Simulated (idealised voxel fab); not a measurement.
Process module, titled voxel self aligned contacts
In the cross-section labelled cut, the width is 265 nm and each square cell is 5 nm.
Cross-section, as written here: a square-cell grid given band by band from the top down, where a band holds one or more rows of cells. First you get the band's top height and its bottom height, in nm, and then the materials it's made of, left to right, with each width in nm. If you see a single material with "everywhere", that one covers the band edge to edge. "air" is empty space. Measure heights from 0. That's the level where, below it, the as-received wafer is all one material. The lowest band is bottomless and extends downward; write it as in "0 and below". Read "30 to 40" as a graded width: first number on top, second number at the bottom, same change between each pair of neighbouring rows. "remains unaltered" -> step changed no cross-section cell. Listed in "Internal closed voids": every empty space of 8 or more cells without an open way to the top. Form: width x height at distance, the distance being from the left edge, all in nm. Text after the settings on a step's line: the simulator's own remark on that step. Among the settings permitted on a step's line is "overlay nm"; applied to a step with a mask, it specifies the extent to which the mask lay to the right of its planned position, whereas a negative figure signifies a position to the left.

Intended process steps
| 1 | RECEIVE,material Si |
| 2 | CONFORMAL_DEP,material SiO2,thk nm 5 |
| 3 | DIRECTIONAL_DEP,material polySi,thk nm 25 |
| 4 | DIRECTIONAL_DEP,material SiN,thk nm 20 |
| 5 | DIRECTIONAL_DEP,material aC,thk nm 10 |
| 6 | PATTERN,tone cover,mask id GATE,material resist,width nm 25,pitch nm 70,thk nm 30,overlay nm 0 |
| 7 | DIRECTIONAL_ETCH,etch materials aC,depth nm 10 |
| 8 | STRIP,etch materials resist |
| 9 | DIRECTIONAL_ETCH,etch materials SiN,depth nm 20 |
| 10 | DIRECTIONAL_ETCH,etch materials polySi,depth nm 25 |
| 11 | STRIP,etch materials aC |
| 12 | CONFORMAL_DEP,material SiN,thk nm 10 |
| 13 | DIRECTIONAL_ETCH,etch materials SiN,depth nm 10 |
| 14 | FILL_DEP,material SiO2,thk nm 15 |
| 15 | CMP,height nm 55 |
| 16 | DIRECTIONAL_DEP,material aC,thk nm 15 |
| 17 | PATTERN,tone open,mask id CONTACT,material resist,width nm 55,thk nm 35,overlay nm 0 |
| 18 | DIRECTIONAL_ETCH,etch materials aC,depth nm 15 |
| 19 | STRIP,etch materials resist |
| 20 | DIRECTIONAL_ETCH,etch materials SiO2,depth nm 55 |
| 21 | STRIP,etch materials aC |
| 22 | CONFORMAL_DEP,material TiN,thk nm 5 |
| 23 | FILL_DEP,material Ru,thk nm 10 |
| 24 | CMP,height nm 55 |
| 25 | CONFORMAL_DEP,material SiN,thk nm 5 |

So this is the incoming wafer in cross-section - it's already been through step 1
  0 and below | Si everywhere
  Internal closed voids: none

Wafer cross-section at end of module: start and plan as shown above, one execution error
  65 down to 60 | SiN everywhere
  60 down to 55 | 110 of TiN, then 45 of Ru, then 110 of TiN
  55 down to 50 | 105 of SiO2, then 20 of TiN, then 15 of Ru, then 20 of TiN, then 105 of SiO2
  50 down to 30 | 75 of SiO2, then 45 of SiN, then 5 of TiN, then 15 of Ru, then 5 of TiN, then 45 of SiN, then 75 of SiO2
  30 down to 5 | 75 of SiO2, then 10 of SiN, then 25 of polySi, then 10 of SiN, then 5 of TiN, then 15 of Ru, then 5 of TiN, then 10 of SiN, then 25 of polySi, then 10 of SiN, then 75 of SiO2
  5 down to 0 | 120 of SiO2, then 25 of TiN, then 120 of SiO2
  0 and below | Si everywhere
  Internal closed voids: none
what went wrong: contrary to plan, step 24 was performed as CMP,height nm 60
